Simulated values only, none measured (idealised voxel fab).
The following process module bears the name voxel air gaps.
Square cells of 5 nm make up the cross-section cut, whose width is 175 nm.
Cross-section, as written here: a square-cell grid given band by band from the top down, where a band holds one or more rows of cells. Read a band's entry like this: the first values are the height of its top and the height of its bottom in nm, and what follows is the sequence of materials from left to right, each with its width in nm. Note that "blank" is empty space, and that a single material marked "all across" reaches across the band from edge to edge. Height reference: 0 = level under which incoming wafer is all one material. Lowest band: no bottom, runs on downward, e.g. "from 0 down". Think of "30->40" as a width that walks from the first number to the second as you go down the band, top row to bottom row, taking equal-sized steps from row to row. "no change occurred" means the step left every cell of the cross-section as it was. Listed in "Enclosed void list": every empty space of 8 or more cells without an open way to the top. Form: width x height at distance, the distance being from the left edge, all in nm. Post-settings text on a step line: simulator's own remark regarding the step. When a step includes a mask, the "overlay nm" setting on its line states how far to the right of its planned place that mask lay, and negative values state how far to the left.

# Set out below are the planned steps of the process
- 1: RECEIVE [material Si]
- 2: CONFORMAL_DEP [material SiO2] [thk nm 15]
- 3: CONFORMAL_DEP [material SiN] [thk nm 5]
- 4: DIRECTIONAL_DEP [material SiO2] [thk nm 40]
- 5: MASKED_ETCH [tone open] [mask id LINES] [width nm 25] [pitch nm 50] [etch materials SiO2] [depth nm 40] [overlay nm 0]
- 6: CONFORMAL_DEP [material TiN] [thk nm 5]
- 7: FILL_DEP [material Cu] [thk nm 10]
- 8: CMP [height nm 60]
- 9: EPI [material Ru] [thk nm 10]
- 10: SELECTIVE_ETCH [etch materials SiO2] [depth nm 50]
- 11: CONFORMAL_DEP [material SiCN] [thk nm 5]

# Cross-section of the wafer upon arrival, representing the state reached after step 1
from 0 down  Si all across
Enclosed void list: none

# End-of-module cross-section of the first of two wafers, processed as planned
from 75 to 70  blank (10), SiCN (155), blank (10)
from 70 to 60  blank (10), SiCN (5), Ru (45), SiCN (5), Ru (45), SiCN (5), Ru (45), SiCN (5), blank (10)
from 60 to 55  blank (10), SiCN (15), TiN (5), Cu (15), TiN (5), SiCN (25), TiN (5), Cu (15), TiN (5), SiCN (25), TiN (5), Cu (15), TiN (5), SiCN (15), blank (10)
from 55 to 25  blank (20), SiCN (5), TiN (5), Cu (15), TiN (5), SiCN (5), blank (15), SiCN (5), TiN (5), Cu (15), TiN (5), SiCN (5), blank (15), SiCN (5), TiN (5), Cu (15), TiN (5), SiCN (5), blank (20)
from 25 to 20  SiCN (25), TiN (25), SiCN (25), TiN (25), SiCN (25), TiN (25), SiCN (25)
from 20 to 15  SiN all across
from 15 to 0  SiO2 all across
from 0 down  Si all across
Enclosed void list: 15 x 30 at 55; 15 x 30 at 105

# Same start, same plan as the first wafer - but one mistake in the run. Cross-section of the second of the two at the end of the module
from 70 to 65  blank (10), SiCN (155), blank (10)
from 65 to 55  blank (10), SiCN (5), Ru (45), SiCN (5), Ru (45), SiCN (5), Ru (45), SiCN (5), blank (10)
from 55 to 50  blank (10), SiCN (15), TiN (5), Cu (15), TiN (5), SiCN (25), TiN (5), Cu (15), TiN (5), SiCN (25), TiN (5), Cu (15), TiN (5), SiCN (15), blank (10)
from 50 to 25  blank (20), SiCN (5), TiN (5), Cu (15), TiN (5), SiCN (5), blank (15), SiCN (5), TiN (5), Cu (15), TiN (5), SiCN (5), blank (15), SiCN (5), TiN (5), Cu (15), TiN (5), SiCN (5), blank (20)
from 25 to 20  SiCN (25), TiN (25), SiCN (25), TiN (25), SiCN (25), TiN (25), SiCN (25)
from 20 to 15  SiN all across
from 15 to 0  SiO2 all across
from 0 down  Si all across
Enclosed void list: 15 x 25 at 55; 15 x 25 at 105
It is concluded that the wafer was processed incorrectly with respect to the plan, in that heads up, step 8 didn't go per plan, it actually ran as CMP [height nm 55]
Upon completion, the second wafer contains, in terms of cells, a greater or smaller amount of certain materials than the first wafer: Cu: 9 fewer; SiCN: 6 fewer; TiN: 6 fewer
